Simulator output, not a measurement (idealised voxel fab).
Name of the process module below: voxel double patterning
Square cell edge 5 nm, section width 280 nm, ID cut.
In what follows, cross-sections appear as grids of square cells, described through bands that run from the top down, where every band is one or more rows of cells. Per band: top height and bottom height in nm, followed by the left-to-right materials and their widths in nm; "edge to edge" marks a single material spanning edge to edge, "blank" marks empty space. A quick word on heights: they are counted from 0, and under that level the wafer as it came to us is one material throughout. The lowest band is different from the rest in having no bottom; it simply continues downward, written as in "z 0 and below". The notation "30 to 40" denotes a width that varies across the rows of cells in the band, beginning at the first number in the top row, finishing at the second number in the bottom row, and changing by an identical amount from each row to the next. Where the words "nothing was modified" appear for a step, the cross-section shows no cell changed by that step; every cell remained as before. The entry "Closed empty spaces" lists the empty spaces that cover at least 8 cells and have no open path to the top. Each is written as width x height at distance, where the distance is measured from the left edge and all three values are in nm. Post-settings text on a step line: simulator's own remark regarding the step. If you see "overlay nm" on a step's line and that step has a mask, it's telling you how far right of where it was planned the mask ended up; a negative number means it went left instead.
List of planned process steps
1. RECEIVE: material Si
2. CONFORMAL_DEP: material SiO2, thk nm 5
3. DIRECTIONAL_DEP: material TiN, thk nm 20
4. DIRECTIONAL_DEP: material SiCN, thk nm 5
5. PATTERN: tone open, mask id FIRST, material resist, width nm 15, pitch nm 50, thk nm 15, overlay nm 0
6. DIRECTIONAL_ETCH: etch materials SiCN, depth nm 5
7. STRIP: etch materials resist
8. PATTERN: tone open, mask id SECOND, material resist, width nm 15, thk nm 15, overlay nm 0
9. DIRECTIONAL_ETCH: etch materials SiCN, depth nm 5
10. STRIP: etch materials resist
11. DIRECTIONAL_ETCH: etch materials TiN, depth nm 20
12. STRIP: etch materials SiCN
Cross-section of the wafer as it came to us, i.e., already through step 1
- z 0 and below  Si edge to edge
- Closed empty spaces: none
Wafer at module end, in section. Began as above, planned as above, run with one mistake
- z 25 to 5  TiN=105 | blank=15 | TiN=5 | blank=25 | TiN=5 | blank=15 | TiN=110
- z 5 to 0  SiO2 edge to edge
- z 0 and below  Si edge to edge
- Closed empty spaces: none
Against the plan, the run slipped here: note that step 8 departed from the planned setting and was carried out as PATTERN: tone open, mask id SECOND, material resist, width nm 25, thk nm 15, overlay nm 0
